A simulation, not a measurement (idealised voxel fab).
process module | voxel fin reveal
cross-section cut | 160 nm wide | cells 5 nm
A cross-section is a grid of square cells, given in bands from the top down. A band is one or more rows of cells.
Each band's line starts with the height of the band's top and of its bottom, in nm. Then come its materials from left to right, each with its width in nm. One material with "throughout" fills the band from edge to edge. "air" is empty space.
Height 0 is the level under which the wafer as received is all one material. The lowest band goes on downwards, as in "0 down".
A width such as "30 to 40" changes by the same amount from each row of cells to the next, from the band's top row to its bottom row.
"no change" after a step means that no cell of the cross-section changed.
closed voids: empty space of 8 cells or more with no open way to the top, each as width x height at its distance from the left edge, in nm
after a step's settings: what the simulator itself notes on the step
overlay nm, on a step with a mask: how far to the right of its planned place the mask lay; to the left if negative
plan
1 op RECEIVE | material Si
2 op CONFORMAL_DEP | material SiN | thk nm 5
3 op PATTERN | tone cover | mask id FINS | material resist | width nm 15 | pitch nm 35 | thk nm 20 | overlay nm 0
4 op DIRECTIONAL_ETCH | etch materials SiN | depth nm 5
5 op DIRECTIONAL_ETCH | etch materials Si | depth nm 40
6 op STRIP | etch materials resist
7 op FILL_DEP | material SiO2 | thk nm 15
8 op CMP | height nm 5
9 op SELECTIVE_ETCH | etch materials SiO2 | depth nm 35
10 op STRIP | etch materials SiN
as received, after step 1
  0 down: Si throughout
  closed voids: none
first wafer at the end, as planned
  0 to -30: air 35 | Si 15 | air 20 | Si 15 | air 20 | Si 15 | air 40
  -30 to -40: SiO2 35 | Si 15 | SiO2 20 | Si 15 | SiO2 20 | Si 15 | SiO2 40
  -40 down: Si throughout
  closed voids: none
second wafer at the end: like start, like plan, one mistake
  0 to -30: air 35 | Si 15 | air 20 | Si 15 | air 20 | Si 15 | air 40
  -30 to -35: air 35 | Si 15 | air 20 | Si 15 | air 20 | Si 15 | air 35 | SiO2 5
  -35 to -40: SiO2 35 | Si 15 | SiO2 20 | Si 15 | SiO2 20 | Si 15 | SiO2 40
  -40 down: Si throughout
  closed voids: none
what went wrong: steps 9 and 10 were swapped
at the end the second wafer has, in cells: 22 fewer of SiO2
